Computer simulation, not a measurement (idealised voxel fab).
process module | voxel wiring stack
cross-section cut | 260 nm wide | cells 5 nm
A cross-section is a grid of square cells, given in bands from the top down. A band is one or more rows of cells.
Each band's line starts with the height of the band's top and of its bottom, in nm. Then come its materials from left to right, each with its width in nm. One material with "throughout" fills the band from edge to edge. "air" is empty space.
Height 0 is the level under which the wafer as received is all one material. The lowest band goes on downwards, as in "0 down".
A width such as "30 to 40" changes by the same amount from each row of cells to the next, from the band's top row to its bottom row.
"no change" after a step means that no cell of the cross-section changed.
closed voids: empty space of 8 cells or more with no open way to the top, each as width x height at its distance from the left edge, in nm
after a step's settings: what the simulator itself notes on the step
overlay nm, on a step with a mask: how far to the right of its planned place the mask lay; to the left if negative
plan
1 op RECEIVE | material Si
2 op CONFORMAL_DEP | material SiO2 | thk nm 10
3 op DIRECTIONAL_DEP | material TiN | thk nm 5
4 op DIRECTIONAL_DEP | material Ru | thk nm 25
5 op MASKED_ETCH | tone cover | mask id METAL_1 | width nm 25 | pitch nm 45 | etch materials Ru | depth nm 25 | overlay nm 0
6 op MASKED_ETCH | tone cover | mask id METAL_1 | width nm 25 | pitch nm 45 | etch materials TiN | depth nm 5 | overlay nm 0
7 op FILL_DEP | material lowk | thk nm 10
8 op CMP | height nm 40
9 op CONFORMAL_DEP | material SiCN | thk nm 5
10 op DIRECTIONAL_DEP | material lowk | thk nm 30
11 op PATTERN | tone open | mask id METAL_2 | material resist | width nm 25 | pitch nm 45 | thk nm 20 | overlay nm 0
12 op DIRECTIONAL_ETCH | etch materials lowk | depth nm 20
13 op STRIP | etch materials resist
14 op PATTERN | tone open | mask id METAL_2_HOLES | material resist | width nm 15 | pitch nm 45 | thk nm 15 | overlay nm 0
15 op DIRECTIONAL_ETCH | etch materials lowk | depth nm 10
16 op DIRECTIONAL_ETCH | etch materials SiCN | depth nm 5
17 op STRIP | etch materials resist
18 op CONFORMAL_DEP | material TiN | thk nm 5
19 op FILL_DEP | material Ru | thk nm 5
20 op CMP | height nm 75
21 op CONFORMAL_DEP | material SiCN | thk nm 5
22 op DIRECTIONAL_DEP | material lowk | thk nm 10
23 op DIRECTIONAL_DEP | material aC | thk nm 10
24 op PATTERN | tone open | mask id PLUG_2 | material resist | width nm 15 | pitch nm 45 | thk nm 30 | overlay nm 0
25 op DIRECTIONAL_ETCH | etch materials aC | depth nm 10
26 op STRIP | etch materials resist
27 op DIRECTIONAL_ETCH | etch materials lowk | depth nm 10
28 op DIRECTIONAL_ETCH | etch materials SiCN | depth nm 5
29 op STRIP | etch materials aC
30 op EPI | material Ru | thk nm 10
31 op EPI | material Ru | thk nm 5
32 op DIRECTIONAL_DEP | material TiN | thk nm 5
33 op DIRECTIONAL_DEP | material W | thk nm 25
34 op PATTERN | tone cover | mask id METAL_3 | material resist | width nm 25 | pitch nm 45 | thk nm 20 | overlay nm 0
35 op DIRECTIONAL_ETCH | etch materials W | depth nm 25
36 op DIRECTIONAL_ETCH | etch materials TiN | depth nm 5
37 op STRIP | etch materials resist
38 op FILL_DEP | material lowk | thk nm 10
39 op CMP | height nm 120
40 op CONFORMAL_DEP | material SiN | thk nm 5
as received, after step 1
  0 down: Si throughout
  closed voids: none
first wafer at the end, as planned
  125 to 120: SiN throughout
  120 to 95: lowk 95 | W 25 | lowk 20 | W 25 | lowk 95
  95 to 90: lowk 95 | TiN 25 | lowk 20 | TiN 25 | lowk 95
  90 to 80: lowk 95 | Ru 15 | lowk 30 | Ru 15 | lowk 105
  80 to 75: SiCN 95 | Ru 15 | SiCN 30 | Ru 15 | SiCN 105
  75 to 60: lowk 95 | TiN 5 | Ru 15 | TiN 5 | lowk 20 | TiN 5 | Ru 15 | TiN 5 | lowk 95
  60 to 55: lowk 95 | TiN 5 | Ru 5 | TiN 15 | lowk 20 | TiN 5 | Ru 5 | TiN 15 | lowk 95
  55 to 45: lowk 95 | TiN 5 | Ru 5 | TiN 5 | lowk 30 | TiN 5 | Ru 5 | TiN 5 | lowk 105
  45 to 40: SiCN 95 | TiN 15 | SiCN 30 | TiN 15 | SiCN 105
  40 to 15: lowk 95 | Ru 25 | lowk 20 | Ru 25 | lowk 95
  15 to 10: lowk 95 | TiN 25 | lowk 20 | TiN 25 | lowk 95
  10 to 0: SiO2 throughout
  0 down: Si throughout
  closed voids: none
second wafer at the end: like start, like plan, one mistake
  125 to 120: SiN throughout
  120 to 95: lowk 95 | W 25 | lowk 20 | W 25 | lowk 95
  95 to 90: lowk 95 | TiN 25 | lowk 20 | TiN 25 | lowk 95
  90 to 80: lowk 95 | Ru 15 | lowk 30 | Ru 15 | lowk 105
  80 to 75: SiCN 95 | Ru 15 | SiCN 30 | Ru 15 | SiCN 105
  75 to 70: Ru throughout
  70 to 65: TiN 100 | Ru 15 | TiN 30 | Ru 15 | TiN 100
  65 to 45: lowk 95 | TiN 5 | Ru 15 | TiN 5 | lowk 20 | TiN 5 | Ru 15 | TiN 5 | lowk 95
  45 to 40: SiCN 95 | TiN 25 | SiCN 20 | TiN 25 | SiCN 95
  40 to 15: lowk 95 | Ru 25 | lowk 20 | Ru 25 | lowk 95
  15 to 10: lowk 95 | TiN 25 | lowk 20 | TiN 25 | lowk 95
  10 to 0: SiO2 throughout
  0 down: Si throughout
  closed voids: none
what went wrong: step 14 was left out
at the end the second wafer has, in cells: 58 more of Ru | 4 fewer of SiCN | 38 more of TiN | 92 fewer of lowk
